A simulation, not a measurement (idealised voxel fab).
Presented below is a process module, voxel spacer lines.
Cross-section cut spans 230 nm and uses square cells 5 nm in size.
Think of the cross-section as a grid of square cells. We describe it in bands, top to bottom, and each band covers one or more rows of those cells.
In this notation a band is specified by the heights of its top and bottom, in that order and in nm, after which its materials appear from left to right, each paired with its width in nm. The word "everywhere" attached to a single material means that material fills the band from edge to edge; the word "empty" stands for empty space.
Heads up on the height convention: 0 is the point under which the incoming wafer is all one material, and the lowest band has no bottom, it just keeps going down, like "0 -> down".
The expression "30..40" gives the width at the extremes of the band, the first number at its top row of cells and the second at its bottom row, with the width changing by equal amounts from each row to the next in between.
Key: "identical to before" - step with no changed cell in the cross-section.
Voids not open to the top, 8 cells minimum: see "Catalogued sealed voids". Written width x height at distance; distance is from the left edge; nm.
The remark found on a step's line after its settings is issued by the simulator itself and pertains to that step.
Regarding "overlay nm": on a step with a mask, it is the distance the mask lay to the right of its planned place; a negative value places it to the left.
### The planned process steps are enumerated hereunder
1,RECEIVE with material Si
2,CONFORMAL_DEP with material Al2O3, thk nm 5
3,DIRECTIONAL_DEP with material SiN, thk nm 20
4,DIRECTIONAL_DEP with material aC, thk nm 20
5,PATTERN with tone cover, mask id MANDREL, material resist, width nm 15, pitch nm 50, thk nm 25, overlay nm 0
6,DIRECTIONAL_ETCH with etch materials aC, depth nm 20
7,STRIP with etch materials resist
8,CONFORMAL_DEP with material SiO2, thk nm 10
9,DIRECTIONAL_ETCH with etch materials SiO2, depth nm 10
10,STRIP with etch materials aC
11,DIRECTIONAL_ETCH with etch materials SiN, depth nm 20
12,STRIP with etch materials SiO2
13,FILL_DEP with material lowk, thk nm 10
14,CMP with height nm 25
### Wafer cross-section on receipt, i.e. after step 1
* 0 -> down = Si everywhere
* Catalogued sealed voids: none
### Final cross-section, module run with one mistake (start and plan as above)
* 25 -> 20 = Al2O3 everywhere
* 20 -> 0 = SiN everywhere
* 0 -> down = Si everywhere
* Catalogued sealed voids: none
Error vs. plan: it was found that steps 2 and 3 of the process plan had been performed in exchanged positions
